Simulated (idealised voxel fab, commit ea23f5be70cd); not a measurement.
Process module name: voxel released beams
Displayed cross-section: cut, width of 155 nm, square cells sized 5 nm.
Square cells in a grid make up a cross-section in this document, and the grid is given as bands, listed from the top down, each one or more rows of cells. In this notation a band is specified by the heights of its top and bottom, in that order and in nm, after which its materials appear from left to right, each paired with its width in nm. The word "throughout" attached to a single material means that material fills the band from edge to edge; the word "blank" stands for empty space. For the purposes of this specification, 0 denotes the height below which the wafer in its as-received condition is composed wholly of one material, and the lowermost band, lacking a lower limit, extends downward without end, as expressed in "0..down". A width such as "30 to 40" changes by the same amount from each row of cells to the next, from the band's top row to its bottom row. Key: "no change occurred" - step with no changed cell in the cross-section. In the "Closed void inventory" entry, you get each enclosed empty space of 8 cells or more, one with no open way to the top, written width x height at distance, distance from the left edge, in nm. Note: text after step settings on the step line = simulator remark on that step. overlay nm: how far to the right of its planned place the mask lay on this masked step (negative: to the left). Pairs ahead. Before: cross-section ahead of one process step. After: cross-section once the step is done, shown to the lowest changed band only. Under each pair: that step, with settings. Caution: pairs may come from different runs of this module on the same starting wafer; a pair follows the pair above only where its "Before processing step" entry says so.

[Before processing step]
0..down  Si throughout
Closed void inventory: none

[After the Step]
5..0  SiN throughout
No changes below 0.
Closed void inventory: none
So what happened between those two cross-sections up there? CONFORMAL_DEP,material SiN,thk nm 5

Before processing step: we pick up right where the pair above leaves off, with its after cross-section.

[After the Step]
20..5  SiO2 throughout
No changes below 5.
Closed void inventory: none
So what happened between those two cross-sections up there? DIRECTIONAL_DEP,material SiO2,thk nm 15

Before processing step: we pick up right where the pair above leaves off, with its after cross-section.

[After the Step]
20..5  SiO2: 35 | blank: 35 | SiO2: 85
No changes below 5.
Closed void inventory: none
So what happened between those two cross-sections up there? MASKED_ETCH,tone open,mask id ANCHOR,width nm 35,etch materials SiO2,depth nm 15,overlay nm 0

Before processing step: we pick up right where the pair above leaves off, with its after cross-section.

[After the Step]
35..20  W: 50 | blank: 5 | W: 100
20..5  SiO2: 35 | W: 35 | SiO2: 85
No changes below 5.
Closed void inventory: none
So what happened between those two cross-sections up there? CONFORMAL_DEP,material W,thk nm 15

Before processing step: we pick up right where the pair above leaves off, with its after cross-section.

[After the Step]
50..35  aC: 50 | blank: 5 | aC: 100
35..20  W: 50 | aC: 5 | W: 100
No changes below 20.
Closed void inventory: none
So what happened between those two cross-sections up there? DIRECTIONAL_DEP,material aC,thk nm 15

Before processing step: we pick up right where the pair above leaves off, with its after cross-section.

[After the Step]
80..50  blank: 30 | resist: 90 | blank: 35
50..35  aC: 50 | resist: 5 | aC: 100
No changes below 35.
Closed void inventory: none
So what happened between those two cross-sections up there? PATTERN,tone cover,mask id BEAM,material resist,width nm 90,thk nm 30,overlay nm 0

Before processing step: we pick up right where the pair above leaves off, with its after cross-section.

[After the Step]
65..50  blank: 30 | resist: 90 | blank: 35
50..35  blank: 30 | aC: 20 | resist: 5 | aC: 65 | blank: 35
No changes below 35.
Closed void inventory: none
So what happened between those two cross-sections up there? DIRECTIONAL_ETCH,etch materials aC,depth nm 15

Before processing step: we pick up right where the pair above leaves off, with its after cross-section.

[After the Step]
50..35  blank: 30 | aC: 20 | blank: 5 | aC: 65 | blank: 35
No changes below 35.
Closed void inventory: none
So what happened between those two cross-sections up there? STRIP,etch materials resist

Before processing step: we pick up right where the pair above leaves off, with its after cross-section.

[After the Step]
50..35  blank: 30 | aC: 20 | blank: 5 | aC: 65 | blank: 35
35..20  blank: 30 | W: 20 | aC: 5 | W: 65 | blank: 35
No changes below 20.
Closed void inventory: none
So what happened between those two cross-sections up there? DIRECTIONAL_ETCH,etch materials W,depth nm 15

Before processing step: we pick up right where the pair above leaves off, with its after cross-section.

[After the Step]
35..20  blank: 30 | W: 20 | blank: 5 | W: 65 | blank: 35
No changes below 20.
Closed void inventory: none
So what happened between those two cross-sections up there? STRIP,etch materials aC

Before processing step: we pick up right where the pair above leaves off, with its after cross-section.

[After the Step]
35..20  blank: 30 | W: 20 | blank: 5 | W: 65 | blank: 35
20..5  blank: 35 | W: 35 | blank: 85
No changes below 5.
Closed void inventory: none
So what happened between those two cross-sections up there? STRIP,etch materials SiO2

[Before processing step]
0..down  Si throughout
Closed void inventory: none

[After the Step]
15..0  SiO2 throughout
No changes below 0.
Closed void inventory: none
So what happened between those two cross-sections up there? DIRECTIONAL_DEP,material SiO2,thk nm 15

Before processing step: we pick up right where the pair above leaves off, with its after cross-section.

[After the Step]
15..0  SiO2: 35 | blank: 35 | SiO2: 85
No changes below 0.
Closed void inventory: none
So what happened between those two cross-sections up there? MASKED_ETCH,tone open,mask id ANCHOR,width nm 35,etch materials SiO2,depth nm 15,overlay nm 0

Before processing step: we pick up right where the pair above leaves off, with its after cross-section.

[After the Step]
30..15  W: 50 | blank: 5 | W: 100
15..0  SiO2: 35 | W: 35 | SiO2: 85
No changes below 0.
Closed void inventory: none
So what happened between those two cross-sections up there? CONFORMAL_DEP,material W,thk nm 15

Before processing step: we pick up right where the pair above leaves off, with its after cross-section.

[After the Step]
45..30  aC: 50 | blank: 5 | aC: 100
30..15  W: 50 | aC: 5 | W: 100
No changes below 15.
Closed void inventory: none
So what happened between those two cross-sections up there? DIRECTIONAL_DEP,material aC,thk nm 15

Before processing step: we pick up right where the pair above leaves off, with its after cross-section.

[After the Step]
75..45  blank: 30 | resist: 90 | blank: 35
45..30  aC: 50 | resist: 5 | aC: 100
No changes below 30.
Closed void inventory: none
So what happened between those two cross-sections up there? PATTERN,tone cover,mask id BEAM,material resist,width nm 90,thk nm 30,overlay nm 0

Before processing step: we pick up right where the pair above leaves off, with its after cross-section.

[After the Step]
60..45  blank: 30 | resist: 90 | blank: 35
45..30  blank: 30 | aC: 20 | resist: 5 | aC: 65 | blank: 35
No changes below 30.
Closed void inventory: none
So what happened between those two cross-sections up there? DIRECTIONAL_ETCH,etch materials aC,depth nm 15

Before processing step: we pick up right where the pair above leaves off, with its after cross-section.

[After the Step]
45..30  blank: 30 | aC: 20 | blank: 5 | aC: 65 | blank: 35
No changes below 30.
Closed void inventory: none
So what happened between those two cross-sections up there? STRIP,etch materials resist

Before processing step: we pick up right where the pair above leaves off, with its after cross-section.

[After the Step]
45..30  blank: 30 | aC: 20 | blank: 5 | aC: 65 | blank: 35
30..15  blank: 30 | W: 20 | aC: 5 | W: 65 | blank: 35
No changes below 15.
Closed void inventory: none
So what happened between those two cross-sections up there? DIRECTIONAL_ETCH,etch materials W,depth nm 15

Before processing step: we pick up right where the pair above leaves off, with its after cross-section.

[After the Step]
30..15  blank: 30 | W: 20 | blank: 5 | W: 65 | blank: 35
No changes below 15.
Closed void inventory: none
So what happened between those two cross-sections up there? STRIP,etch materials aC

Before processing step: we pick up right where the pair above leaves off, with its after cross-section.

[After the Step]
30..15  blank: 30 | W: 20 | blank: 5 | W: 65 | blank: 35
15..0  blank: 35 | W: 35 | blank: 85
No changes below 0.
Closed void inventory: none
So what happened between those two cross-sections up there? STRIP,etch materials SiO2

[Before processing step]
35..20  W: 50 | blank: 5 | W: 100
20..5  SiO2: 35 | W: 35 | SiO2: 85
5..0  SiN throughout
0..down  Si throughout
Closed void inventory: none

[After the Step]
50..20  W throughout
No changes below 20.
Closed void inventory: none
So what happened between those two cross-sections up there? CONFORMAL_DEP,material W,thk nm 15

Before processing step: we pick up right where the pair above leaves off, with its after cross-section.

[After the Step]
65..50  aC throughout
No changes below 50.
Closed void inventory: none
So what happened between those two cross-sections up there? DIRECTIONAL_DEP,material aC,thk nm 15

Before processing step: we pick up right where the pair above leaves off, with its after cross-section.

[After the Step]
95..65  blank: 30 | resist: 90 | blank: 35
No changes below 65.
Closed void inventory: none
So what happened between those two cross-sections up there? PATTERN,tone cover,mask id BEAM,material resist,width nm 90,thk nm 30,overlay nm 0

Before processing step: we pick up right where the pair above leaves off, with its after cross-section.

[After the Step]
80..65  blank: 30 | resist: 90 | blank: 35
65..50  blank: 30 | aC: 90 | blank: 35
No changes below 50.
Closed void inventory: none
So what happened between those two cross-sections up there? DIRECTIONAL_ETCH,etch materials aC,depth nm 15

Before processing step: we pick up right where the pair above leaves off, with its after cross-section.

[After the Step]
65..50  blank: 30 | aC: 90 | blank: 35
No changes below 50.
Closed void inventory: none
So what happened between those two cross-sections up there? STRIP,etch materials resist

Before processing step: we pick up right where the pair above leaves off, with its after cross-section.

[After the Step]
65..50  blank: 30 | aC: 90 | blank: 35
50..35  blank: 30 | W: 90 | blank: 35
No changes below 35.
Closed void inventory: none
So what happened between those two cross-sections up there? DIRECTIONAL_ETCH,etch materials W,depth nm 15

Before processing step: we pick up right where the pair above leaves off, with its after cross-section.

[After the Step]
50..35  blank: 30 | W: 90 | blank: 35
No changes below 35.
Closed void inventory: none
So what happened between those two cross-sections up there? STRIP,etch materials aC

[Before processing step]
15..0  SiO2 throughout
0..down  Si throughout
Closed void inventory: none

[After the Step]
20..15  SiN throughout
No changes below 15.
Closed void inventory: none
So what happened between those two cross-sections up there? CONFORMAL_DEP,material SiN,thk nm 5

Before processing step: we pick up right where the pair above leaves off, with its after cross-section.

[After the Step]
35..20  W throughout
No changes below 20.
Closed void inventory: none
So what happened between those two cross-sections up there? CONFORMAL_DEP,material W,thk nm 15

Before processing step: we pick up right where the pair above leaves off, with its after cross-section.

[After the Step]
50..35  aC throughout
No changes below 35.
Closed void inventory: none
So what happened between those two cross-sections up there? DIRECTIONAL_DEP,material aC,thk nm 15

Before processing step: we pick up right where the pair above leaves off, with its after cross-section.

[After the Step]
80..50  blank: 30 | resist: 90 | blank: 35
No changes below 50.
Closed void inventory: none
So what happened between those two cross-sections up there? PATTERN,tone cover,mask id BEAM,material resist,width nm 90,thk nm 30,overlay nm 0

Before processing step: we pick up right where the pair above leaves off, with its after cross-section.

[After the Step]
65..50  blank: 30 | resist: 90 | blank: 35
50..35  blank: 30 | aC: 90 | blank: 35
No changes below 35.
Closed void inventory: none
So what happened between those two cross-sections up there? DIRECTIONAL_ETCH,etch materials aC,depth nm 15

Before processing step: we pick up right where the pair above leaves off, with its after cross-section.

[After the Step]
50..35  blank: 30 | aC: 90 | blank: 35
No changes below 35.
Closed void inventory: none
So what happened between those two cross-sections up there? STRIP,etch materials resist

Before processing step: we pick up right where the pair above leaves off, with its after cross-section.

[After the Step]
50..35  blank: 30 | aC: 90 | blank: 35
35..20  blank: 30 | W: 90 | blank: 35
No changes below 20.
Closed void inventory: none
So what happened between those two cross-sections up there? DIRECTIONAL_ETCH,etch materials W,depth nm 15

Before processing step: we pick up right where the pair above leaves off, with its after cross-section.

[After the Step]
35..20  blank: 30 | W: 90 | blank: 35
No changes below 20.
Closed void inventory: none
So what happened between those two cross-sections up there? STRIP,etch materials aC

[Before processing step]
5..0  SiN throughout
0..down  Si throughout
Closed void inventory: none

[After the Step]
10..5  SiO2 throughout
No changes below 5.
Closed void inventory: none
So what happened between those two cross-sections up there? DIRECTIONAL_DEP,material SiO2,thk nm 5

Before processing step: we pick up right where the pair above leaves off, with its after cross-section.

[After the Step]
10..5  SiO2: 35 | blank: 35 | SiO2: 85
No changes below 5.
Closed void inventory: none
So what happened between those two cross-sections up there? MASKED_ETCH,tone open,mask id ANCHOR,width nm 35,etch materials SiO2,depth nm 15,overlay nm 0

Before processing step: we pick up right where the pair above leaves off, with its after cross-section.

[After the Step]
25..20  W: 50 | blank: 5 | W: 100
20..10  W throughout
10..5  SiO2: 35 | W: 35 | SiO2: 85
No changes below 5.
Closed void inventory: none
So what happened between those two cross-sections up there? CONFORMAL_DEP,material W,thk nm 15

Before processing step: we pick up right where the pair above leaves off, with its after cross-section.

[After the Step]
40..35  aC: 50 | blank: 5 | aC: 100
35..25  aC throughout
25..20  W: 50 | aC: 5 | W: 100
No changes below 20.
Closed void inventory: none
So what happened between those two cross-sections up there? DIRECTIONAL_DEP,material aC,thk nm 15

Before processing step: we pick up right where the pair above leaves off, with its after cross-section.

[After the Step]
70..40  blank: 30 | resist: 90 | blank: 35
40..35  aC: 50 | resist: 5 | aC: 100
No changes below 35.
Closed void inventory: none
So what happened between those two cross-sections up there? PATTERN,tone cover,mask id BEAM,material resist,width nm 90,thk nm 30,overlay nm 0

Before processing step: we pick up right where the pair above leaves off, with its after cross-section.

[After the Step]
55..40  blank: 30 | resist: 90 | blank: 35
40..35  blank: 30 | aC: 20 | resist: 5 | aC: 65 | blank: 35
35..25  blank: 30 | aC: 90 | blank: 35
No changes below 25.
Closed void inventory: none
So what happened between those two cross-sections up there? DIRECTIONAL_ETCH,etch materials aC,depth nm 15

Before processing step: we pick up right where the pair above leaves off, with its after cross-section.

[After the Step]
40..35  blank: 30 | aC: 20 | blank: 5 | aC: 65 | blank: 35
No changes below 35.
Closed void inventory: none
So what happened between those two cross-sections up there? STRIP,etch materials resist

Before processing step: we pick up right where the pair above leaves off, with its after cross-section.

[After the Step]
40..35  blank: 30 | aC: 20 | blank: 5 | aC: 65 | blank: 35
35..25  blank: 30 | aC: 90 | blank: 35
25..20  blank: 30 | W: 20 | aC: 5 | W: 65 | blank: 35
20..10  blank: 30 | W: 90 | blank: 35
No changes below 10.
Closed void inventory: none
So what happened between those two cross-sections up there? DIRECTIONAL_ETCH,etch materials W,depth nm 15

Before processing step: we pick up right where the pair above leaves off, with its after cross-section.

[After the Step]
25..20  blank: 30 | W: 20 | blank: 5 | W: 65 | blank: 35
No changes below 20.
Closed void inventory: none
So what happened between those two cross-sections up there? STRIP,etch materials aC

Before processing step: we pick up right where the pair above leaves off, with its after cross-section.

[After the Step]
25..20  blank: 30 | W: 20 | blank: 5 | W: 65 | blank: 35
20..10  blank: 30 | W: 90 | blank: 35
10..5  blank: 35 | W: 35 | blank: 85
No changes below 5.
Closed void inventory: none
So what happened between those two cross-sections up there? STRIP,etch materials SiO2

[Before processing step]
50..35  aC: 50 | blank: 5 | aC: 100
35..20  W: 50 | aC: 5 | W: 100
20..5  SiO2: 35 | W: 35 | SiO2: 85
5..0  SiN throughout
0..down  Si throughout
Closed void inventory: none

[After the Step]
80..50  blank: 30 | resist: 95 | blank: 30
50..35  aC: 50 | resist: 5 | aC: 100
No changes below 35.
Closed void inventory: none
So what happened between those two cross-sections up there? PATTERN,tone cover,mask id BEAM,material resist,width nm 95,thk nm 30,overlay nm 0

Before processing step: we pick up right where the pair above leaves off, with its after cross-section.

[After the Step]
65..50  blank: 30 | resist: 95 | blank: 30
50..35  blank: 30 | aC: 20 | resist: 5 | aC: 70 | blank: 30
No changes below 35.
Closed void inventory: none
So what happened between those two cross-sections up there? DIRECTIONAL_ETCH,etch materials aC,depth nm 15

Before processing step: we pick up right where the pair above leaves off, with its after cross-section.

[After the Step]
50..35  blank: 30 | aC: 20 | blank: 5 | aC: 70 | blank: 30
No changes below 35.
Closed void inventory: none
So what happened between those two cross-sections up there? STRIP,etch materials resist

Before processing step: we pick up right where the pair above leaves off, with its after cross-section.

[After the Step]
50..35  blank: 30 | aC: 20 | blank: 5 | aC: 70 | blank: 30
35..20  blank: 30 | W: 20 | aC: 5 | W: 70 | blank: 30
No changes below 20.
Closed void inventory: none
So what happened between those two cross-sections up there? DIRECTIONAL_ETCH,etch materials W,depth nm 15

Before processing step: we pick up right where the pair above leaves off, with its after cross-section.

[After the Step]
35..20  blank: 30 | W: 20 | blank: 5 | W: 70 | blank: 30
No changes below 20.
Closed void inventory: none
So what happened between those two cross-sections up there? STRIP,etch materials aC

Before processing step: we pick up right where the pair above leaves off, with its after cross-section.

[After the Step]
35..20  blank: 30 | W: 20 | blank: 5 | W: 70 | blank: 30
20..5  blank: 35 | W: 35 | blank: 85
No changes below 5.
Closed void inventory: none
So what happened between those two cross-sections up there? STRIP,etch materials SiO2

[Before processing step]
50..35  aC: 50 | blank: 5 | aC: 100
35..20  W: 50 | aC: 5 | W: 100
20..5  SiO2: 35 | W: 35 | SiO2: 85
5..0  SiN throughout
0..down  Si throughout
Closed void inventory: none

[After the Step]
80..50  blank: 20 | resist: 90 | blank: 45
50..35  aC: 50 | resist: 5 | aC: 100
No changes below 35.
Closed void inventory: none
So what happened between those two cross-sections up there? PATTERN,tone cover,mask id BEAM,material resist,width nm 90,thk nm 30,overlay nm -10

Before processing step: we pick up right where the pair above leaves off, with its after cross-section.

[After the Step]
65..50  blank: 20 | resist: 90 | blank: 45
50..35  blank: 20 | aC: 30 | resist: 5 | aC: 55 | blank: 45
No changes below 35.
Closed void inventory: none
So what happened between those two cross-sections up there? DIRECTIONAL_ETCH,etch materials aC,depth nm 15

Before processing step: we pick up right where the pair above leaves off, with its after cross-section.

[After the Step]
50..35  blank: 20 | aC: 30 | blank: 5 | aC: 55 | blank: 45
No changes below 35.
Closed void inventory: none
So what happened between those two cross-sections up there? STRIP,etch materials resist

Before processing step: we pick up right where the pair above leaves off, with its after cross-section.

[After the Step]
50..35  blank: 20 | aC: 30 | blank: 5 | aC: 55 | blank: 45
35..20  blank: 20 | W: 30 | aC: 5 | W: 55 | blank: 45
No changes below 20.
Closed void inventory: none
So what happened between those two cross-sections up there? DIRECTIONAL_ETCH,etch materials W,depth nm 15

Before processing step: we pick up right where the pair above leaves off, with its after cross-section.

[After the Step]
35..20  blank: 20 | W: 30 | blank: 5 | W: 55 | blank: 45
No changes below 20.
Closed void inventory: none
So what happened between those two cross-sections up there? STRIP,etch materials aC

Before processing step: we pick up right where the pair above leaves off, with its after cross-section.

[After the Step]
35..20  blank: 20 | W: 30 | blank: 5 | W: 55 | blank: 45
20..5  blank: 35 | W: 35 | blank: 85
No changes below 5.
Closed void inventory: none
So what happened between those two cross-sections up there? STRIP,etch materials SiO2

[Before processing step]
0..down  Si throughout
Closed void inventory: none

[After the Step]
5..0  W throughout
No changes below 0.
Closed void inventory: none
So what happened between those two cross-sections up there? CONFORMAL_DEP,material W,thk nm 5

Before processing step: we pick up right where the pair above leaves off, with its after cross-section.

[After the Step]
20..5  SiO2 throughout
No changes below 5.
Closed void inventory: none
So what happened between those two cross-sections up there? DIRECTIONAL_DEP,material SiO2,thk nm 15

Before processing step: we pick up right where the pair above leaves off, with its after cross-section.

[After the Step]
20..5  SiO2: 35 | blank: 35 | SiO2: 85
No changes below 5.
Closed void inventory: none
So what happened between those two cross-sections up there? MASKED_ETCH,tone open,mask id ANCHOR,width nm 35,etch materials SiO2,depth nm 15,overlay nm 0

Before processing step: we pick up right where the pair above leaves off, with its after cross-section.

[After the Step]
35..20  W: 50 | blank: 5 | W: 100
20..5  SiO2: 35 | W: 35 | SiO2: 85
No changes below 5.
Closed void inventory: none
So what happened between those two cross-sections up there? CONFORMAL_DEP,material W,thk nm 15

Before processing step: we pick up right where the pair above leaves off, with its after cross-section.

[After the Step]
50..35  aC: 50 | blank: 5 | aC: 100
35..20  W: 50 | aC: 5 | W: 100
No changes below 20.
Closed void inventory: none
So what happened between those two cross-sections up there? DIRECTIONAL_DEP,material aC,thk nm 15

Before processing step: we pick up right where the pair above leaves off, with its after cross-section.

[After the Step]
80..50  blank: 30 | resist: 90 | blank: 35
50..35  aC: 50 | resist: 5 | aC: 100
No changes below 35.
Closed void inventory: none
So what happened between those two cross-sections up there? PATTERN,tone cover,mask id BEAM,material resist,width nm 90,thk nm 30,overlay nm 0

Before processing step: we pick up right where the pair above leaves off, with its after cross-section.

[After the Step]
65..50  blank: 30 | resist: 90 | blank: 35
50..35  blank: 30 | aC: 20 | resist: 5 | aC: 65 | blank: 35
No changes below 35.
Closed void inventory: none
So what happened between those two cross-sections up there? DIRECTIONAL_ETCH,etch materials aC,depth nm 15

Before processing step: we pick up right where the pair above leaves off, with its after cross-section.

[After the Step]
50..35  blank: 30 | aC: 20 | blank: 5 | aC: 65 | blank: 35
No changes below 35.
Closed void inventory: none
So what happened between those two cross-sections up there? STRIP,etch materials resist

Before processing step: we pick up right where the pair above leaves off, with its after cross-section.

[After the Step]
50..35  blank: 30 | aC: 20 | blank: 5 | aC: 65 | blank: 35
35..20  blank: 30 | W: 20 | aC: 5 | W: 65 | blank: 35
No changes below 20.
Closed void inventory: none
So what happened between those two cross-sections up there? DIRECTIONAL_ETCH,etch materials W,depth nm 15

Before processing step: we pick up right where the pair above leaves off, with its after cross-section.

[After the Step]
35..20  blank: 30 | W: 20 | blank: 5 | W: 65 | blank: 35
No changes below 20.
Closed void inventory: none
So what happened between those two cross-sections up there? STRIP,etch materials aC

Before processing step: we pick up right where the pair above leaves off, with its after cross-section.

[After the Step]
35..20  blank: 30 | W: 20 | blank: 5 | W: 65 | blank: 35
20..5  blank: 35 | W: 35 | blank: 85
No changes below 5.
Closed void inventory: none
So what happened between those two cross-sections up there? STRIP,etch materials SiO2

[Before processing step]
20..5  SiO2 throughout
5..0  SiN throughout
0..down  Si throughout
Closed void inventory: none

[After the Step]
20..5  blank: 35 | SiO2: 35 | blank: 85
No changes below 5.
Closed void inventory: none
So what happened between those two cross-sections up there? MASKED_ETCH,tone cover,mask id ANCHOR,width nm 35,etch materials SiO2,depth nm 15,overlay nm 0

Before processing step: we pick up right where the pair above leaves off, with its after cross-section.

[After the Step]
35..20  blank: 20 | W: 65 | blank: 70
20..5  W: 35 | SiO2: 35 | W: 85
No changes below 5.
Closed void inventory: none
So what happened between those two cross-sections up there? CONFORMAL_DEP,material W,thk nm 15

Before processing step: we pick up right where the pair above leaves off, with its after cross-section.

[After the Step]
50..35  blank: 20 | aC: 65 | blank: 70
35..20  aC: 20 | W: 65 | aC: 70
No changes below 20.
Closed void inventory: none
So what happened between those two cross-sections up there? DIRECTIONAL_DEP,material aC,thk nm 15

Before processing step: we pick up right where the pair above leaves off, with its after cross-section.

[After the Step]
80..50  blank: 30 | resist: 90 | blank: 35
50..35  blank: 20 | aC: 65 | resist: 35 | blank: 35
No changes below 35.
Closed void inventory: none
So what happened between those two cross-sections up there? PATTERN,tone cover,mask id BEAM,material resist,width nm 90,thk nm 30,overlay nm 0

Before processing step: we pick up right where the pair above leaves off, with its after cross-section.

[After the Step]
65..50  blank: 30 | resist: 90 | blank: 35
50..35  blank: 30 | aC: 55 | resist: 35 | blank: 35
35..20  blank: 20 | W: 65 | aC: 35 | blank: 35
No changes below 20.
Closed void inventory: none
So what happened between those two cross-sections up there? DIRECTIONAL_ETCH,etch materials aC,depth nm 15

Before processing step: we pick up right where the pair above leaves off, with its after cross-section.

[After the Step]
50..35  blank: 30 | aC: 55 | blank: 70
No changes below 35.
Closed void inventory: none
So what happened between those two cross-sections up there? STRIP,etch materials resist

Before processing step: we pick up right where the pair above leaves off, with its after cross-section.

[After the Step]
50..35  blank: 30 | aC: 55 | blank: 70
35..20  blank: 30 | W: 55 | aC: 35 | blank: 35
20..5  blank: 20 | W: 15 | SiO2: 35 | W: 50 | blank: 35
No changes below 5.
Closed void inventory: none
So what happened between those two cross-sections up there? DIRECTIONAL_ETCH,etch materials W,depth nm 15

Before processing step: we pick up right where the pair above leaves off, with its after cross-section.

[After the Step]
35..20  blank: 30 | W: 55 | blank: 70
No changes below 20.
Closed void inventory: none
So what happened between those two cross-sections up there? STRIP,etch materials aC
